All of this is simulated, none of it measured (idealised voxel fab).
voxel transistor to metal: a process module
Cross-section cut spans 170 nm and uses square cells 5 nm in size.
Bands, listed from the top down, are how a cross-section gets written in this document; the cross-section itself is a grid of square cells, and a band is one or more rows of them.
This entry defines a band. It first specifies the height of the band's top and the height of its bottom in nm, and then specifies the band's materials from left to right, stating each material with its width in nm. The word "edge to edge" identifies a single material that fills the band from edge to edge, while the word "empty" identifies empty space.
Zero point of the height axis is 0; under it, received wafer = one material. Lowest band: continues down indefinitely, "0 nm and below".
Note: "30 to 40" means the width goes from the first number (top row of the band) to the second number (bottom row) in equal steps per row of cells.
Take "remained unchanged" at face value: in the step it is given for, the cross-section changed in none of its cells.
"Trapped cavities" means: voids of 8 cells or more that are shut off from the top with no open way through. Written width x height at distance, distance from the left edge, in nm.
On each step's line, the part that comes after the settings is the simulator's own comment on the step.
overlay nm: where the mask lay relative to plan, measured to the right, on steps with a mask; negatives go left.

[The following list gives the planned process steps]
1. op RECEIVE | material Si
2. op OXIDIZE | depth nm 5
3. op CONFORMAL_DEP | material SiN | thk nm 10
4. op DIRECTIONAL_DEP | material aC | thk nm 10
5. op PATTERN | tone cover | mask id ACTIVE | material resist | width nm 105 | thk nm 25 | overlay nm 0
6. op DIRECTIONAL_ETCH | etch materials aC | depth nm 10
7. op STRIP | etch materials resist
8. op DIRECTIONAL_ETCH | etch materials SiN | depth nm 10
9. op DIRECTIONAL_ETCH | etch materials SiO2 | depth nm 5
10. op DIRECTIONAL_ETCH | etch materials Si | depth nm 30
11. op STRIP | etch materials aC
12. op FILL_DEP | material SiO2 | thk nm 10
13. op CMP | height nm 10
14. op SELECTIVE_ETCH | etch materials SiO2 | depth nm 10
15. op STRIP | etch materials SiN
16. op SELECTIVE_ETCH | etch materials SiO2 | depth nm 5
17. op OXIDIZE | depth nm 5
18. op DIRECTIONAL_DEP | material polySi | thk nm 30
19. op DIRECTIONAL_DEP | material SiCN | thk nm 15
20. op DIRECTIONAL_DEP | material aC | thk nm 10
21. op PATTERN | tone cover | mask id GATE | material resist | width nm 25 | thk nm 25 | overlay nm 0
22. op DIRECTIONAL_ETCH | etch materials aC | depth nm 10
23. op STRIP | etch materials resist
24. op DIRECTIONAL_ETCH | etch materials SiCN | depth nm 25
25. op DIRECTIONAL_ETCH | etch materials polySi | depth nm 40
26. op STRIP | etch materials aC
27. op CONFORMAL_DEP | material SiN | thk nm 10
28. op DIRECTIONAL_ETCH | etch materials SiN | depth nm 10
29. op DIRECTIONAL_ETCH | etch materials SiO2 | depth nm 5
30. op DIRECTIONAL_ETCH | etch materials Si | depth nm 5
31. op EPI | material nSi | thk nm 5
32. op FILL_DEP | material SiO2 | thk nm 5
33. op CMP | height nm 25
34. op STRIP | etch materials polySi
35. op SELECTIVE_ETCH | etch materials SiO2 | depth nm 5
36. op CONFORMAL_DEP | material HfO2 | thk nm 5
37. op CONFORMAL_DEP | material TiN | thk nm 5
38. op FILL_DEP | material W | thk nm 5
39. op CMP | height nm 20
40. op DIRECTIONAL_DEP | material SiO2 | thk nm 10
41. op MASKED_ETCH | tone open | mask id CONTACT | width nm 20 | pitch nm 75 | etch materials SiO2 | depth nm 40 | overlay nm 0
42. op CONFORMAL_DEP | material TiN | thk nm 5
43. op FILL_DEP | material Ru | thk nm 10
44. op CMP | height nm 30
45. op CONFORMAL_DEP | material SiCN | thk nm 5
46. op DIRECTIONAL_DEP | material SiO2 | thk nm 25
47. op DIRECTIONAL_DEP | material aC | thk nm 10
48. op PATTERN | tone open | mask id METAL_1 | material resist | width nm 20 | pitch nm 75 | thk nm 30 | overlay nm -15
49. op DIRECTIONAL_ETCH | etch materials aC | depth nm 10
50. op STRIP | etch materials resist
51. op DIRECTIONAL_ETCH | etch materials SiO2 | depth nm 25
52. op DIRECTIONAL_ETCH | etch materials SiCN | depth nm 5
53. op STRIP | etch materials aC
54. op CONFORMAL_DEP | material TiN | thk nm 5
55. op FILL_DEP | material Cu | thk nm 5
56. op CMP | height nm 60
57. op CONFORMAL_DEP | material SiN | thk nm 5
Same starting wafers, different overlay nm at step 48. Plan value belongs to the first wafer.

[This is how the first of several wafers looked in cross-section when it arrived, which is after step 1]
  0 nm and below: Si edge to edge
  Trapped cavities: none

[Wafer cross-section (first of several) - module end, post step 57 (last step)]
  65 nm to 60 nm: SiN edge to edge
  60 nm to 35 nm: SiO2 20 nm  TiN 5 nm  Cu 10 nm  TiN 5 nm  SiO2 55 nm  TiN 5 nm  Cu 10 nm  TiN 5 nm  SiO2 55 nm
  35 nm to 30 nm: SiCN 20 nm  TiN 20 nm  SiCN 55 nm  TiN 20 nm  SiCN 55 nm
  30 nm to 20 nm: SiO2 35 nm  TiN 5 nm  Ru 10 nm  TiN 5 nm  SiO2 55 nm  TiN 5 nm  Ru 10 nm  TiN 5 nm  SiO2 40 nm
  20 nm to 0 nm: SiO2 35 nm  TiN 5 nm  Ru 10 nm  TiN 5 nm  SiO2 5 nm  SiN 10 nm  HfO2 5 nm  TiN 5 nm  W 5 nm  TiN 5 nm  HfO2 5 nm  SiN 10 nm  SiO2 5 nm  TiN 5 nm  Ru 10 nm  TiN 5 nm  SiO2 40 nm
  0 nm to -5 nm: SiO2 35 nm  TiN 5 nm  Ru 10 nm  TiN 5 nm  SiO2 5 nm  SiN 10 nm  HfO2 5 nm  TiN 15 nm  HfO2 5 nm  SiN 10 nm  SiO2 5 nm  TiN 5 nm  Ru 10 nm  TiN 5 nm  SiO2 40 nm
  -5 nm to -10 nm: SiO2 35 nm  TiN 20 nm  nSi 5 nm  SiO2 5 nm  HfO2 35 nm  SiO2 5 nm  nSi 5 nm  TiN 20 nm  SiO2 40 nm
  -10 nm to -15 nm: SiO2 30 nm  nSi 30 nm  Si 45 nm  nSi 30 nm  SiO2 35 nm
  -15 nm to -35 nm: SiO2 30 nm  Si 105 nm  SiO2 35 nm
  -35 nm and below: Si edge to edge
  Trapped cavities: none

[The last wafer as seen in cross-section at the end of the module]
  65 nm to 60 nm: SiN edge to edge
  60 nm to 35 nm: SiO2 50 nm  TiN 5 nm  Cu 10 nm  TiN 5 nm  SiO2 55 nm  TiN 5 nm  Cu 10 nm  TiN 5 nm  SiO2 25 nm
  35 nm to 30 nm: SiCN 50 nm  TiN 20 nm  SiCN 55 nm  TiN 20 nm  SiCN 25 nm
  30 nm to 20 nm: SiO2 35 nm  TiN 5 nm  Ru 10 nm  TiN 5 nm  SiO2 55 nm  TiN 5 nm  Ru 10 nm  TiN 5 nm  SiO2 40 nm
  20 nm to 0 nm: SiO2 35 nm  TiN 5 nm  Ru 10 nm  TiN 5 nm  SiO2 5 nm  SiN 10 nm  HfO2 5 nm  TiN 5 nm  W 5 nm  TiN 5 nm  HfO2 5 nm  SiN 10 nm  SiO2 5 nm  TiN 5 nm  Ru 10 nm  TiN 5 nm  SiO2 40 nm
  0 nm to -5 nm: SiO2 35 nm  TiN 5 nm  Ru 10 nm  TiN 5 nm  SiO2 5 nm  SiN 10 nm  HfO2 5 nm  TiN 15 nm  HfO2 5 nm  SiN 10 nm  SiO2 5 nm  TiN 5 nm  Ru 10 nm  TiN 5 nm  SiO2 40 nm
  -5 nm to -10 nm: SiO2 35 nm  TiN 20 nm  nSi 5 nm  SiO2 5 nm  HfO2 35 nm  SiO2 5 nm  nSi 5 nm  TiN 20 nm  SiO2 40 nm
  -10 nm to -15 nm: SiO2 30 nm  nSi 30 nm  Si 45 nm  nSi 30 nm  SiO2 35 nm
  -15 nm to -35 nm: SiO2 30 nm  Si 105 nm  SiO2 35 nm
  -35 nm and below: Si edge to edge
  Trapped cavities: none

[Table: wafers, a row each; end-of-module cell change per material since receipt, gain (+), loss (-); then closed voids]
overlay nm -15 | +20 Cu | +17 HfO2 | +28 Ru | -145 Si | +26 SiCN | +54 SiN | +349 SiO2 | +75 TiN | +4 W | +14 nSi | Trapped cavities: none
overlay nm -10 | +20 Cu | +17 HfO2 | +28 Ru | -145 Si | +26 SiCN | +54 SiN | +349 SiO2 | +75 TiN | +4 W | +14 nSi | Trapped cavities: none
overlay nm -5 | +20 Cu | +17 HfO2 | +28 Ru | -145 Si | +26 SiCN | +54 SiN | +349 SiO2 | +75 TiN | +4 W | +14 nSi | Trapped cavities: none
overlay nm 0 | +20 Cu | +17 HfO2 | +28 Ru | -145 Si | +26 SiCN | +54 SiN | +349 SiO2 | +75 TiN | +4 W | +14 nSi | Trapped cavities: none
overlay nm 5 | +20 Cu | +17 HfO2 | +28 Ru | -145 Si | +26 SiCN | +54 SiN | +349 SiO2 | +75 TiN | +4 W | +14 nSi | Trapped cavities: none
overlay nm 10 | +20 Cu | +17 HfO2 | +28 Ru | -145 Si | +26 SiCN | +54 SiN | +349 SiO2 | +75 TiN | +4 W | +14 nSi | Trapped cavities: none
overlay nm 15 | +20 Cu | +17 HfO2 | +28 Ru | -145 Si | +26 SiCN | +54 SiN | +349 SiO2 | +75 TiN | +4 W | +14 nSi | Trapped cavities: none
